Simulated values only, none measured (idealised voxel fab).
The process module presented herein is designated voxel tone inversion.
Shown is cross-section cut, with a width of 300 nm and square cells of size 5 nm.
Cross-section, as written here: a square-cell grid given band by band from the top down, where a band holds one or more rows of cells. First you get the band's top height and its bottom height, in nm, and then the materials it's made of, left to right, with each width in nm. If you see a single material with "full width", that one covers the band edge to edge. "air" is empty space. Height is counted from the level 0, under which the received wafer is composed throughout of one material. The lowest of the bands is not closed at the bottom but continues downward, in the notation "0 -> down". Width spec "30..40" -> top row of cells at first value, bottom row at second value, equal per-row change in between. Take "no change occurred" at face value: in the step it is given for, the cross-section changed in none of its cells. Listed in "Enclosed internal cavities": every empty space of 8 or more cells without an open way to the top. Form: width x height at distance, the distance being from the left edge, all in nm. Past the settings on a step's line: simulator remark, on that step. Among the settings permitted on a step's line is "overlay nm"; applied to a step with a mask, it specifies the extent to which the mask lay to the right of its planned position, whereas a negative figure signifies a position to the left.

Plan:
1,RECEIVE | material Si
2,CONFORMAL_DEP | material SiCN | thk nm 5
3,DIRECTIONAL_DEP | material polySi | thk nm 15
4,PATTERN | tone cover | mask id POSTS | material resist | width nm 20 | pitch nm 35 | thk nm 20 | overlay nm 0
5,DIRECTIONAL_ETCH | etch materials polySi | depth nm 15
6,STRIP | etch materials resist
7,FILL_DEP | material lowk | thk nm 5
8,CMP | height nm 25
9,STRIP | etch materials polySi
For clarity, it should be stated that the wafers under discussion commence in an identical condition and differ with respect to the thk nm of step 2, the plan indicating the value that the first wafer had.

First of several wafers, received after step 1, in cross-section:
  0 -> down = Si full width
  Enclosed internal cavities: none

The table below has one row for each wafer; a row shows, as of the end of the module, how many cells of each material the wafer has gained, marked (+), or lost, marked (-), since it was received, and then the wafer's closed voids:
thk nm 5; +60 SiCN; +192 lowk; +48 polySi; Enclosed internal cavities: none
thk nm 10; +120 SiCN; +132 lowk; Enclosed internal cavities: none
thk nm 15; +180 SiCN; +88 lowk; Enclosed internal cavities: none
thk nm 20; +240 SiCN; +44 lowk; Enclosed internal cavities: none
thk nm 25; +300 SiCN; Enclosed internal cavities: none
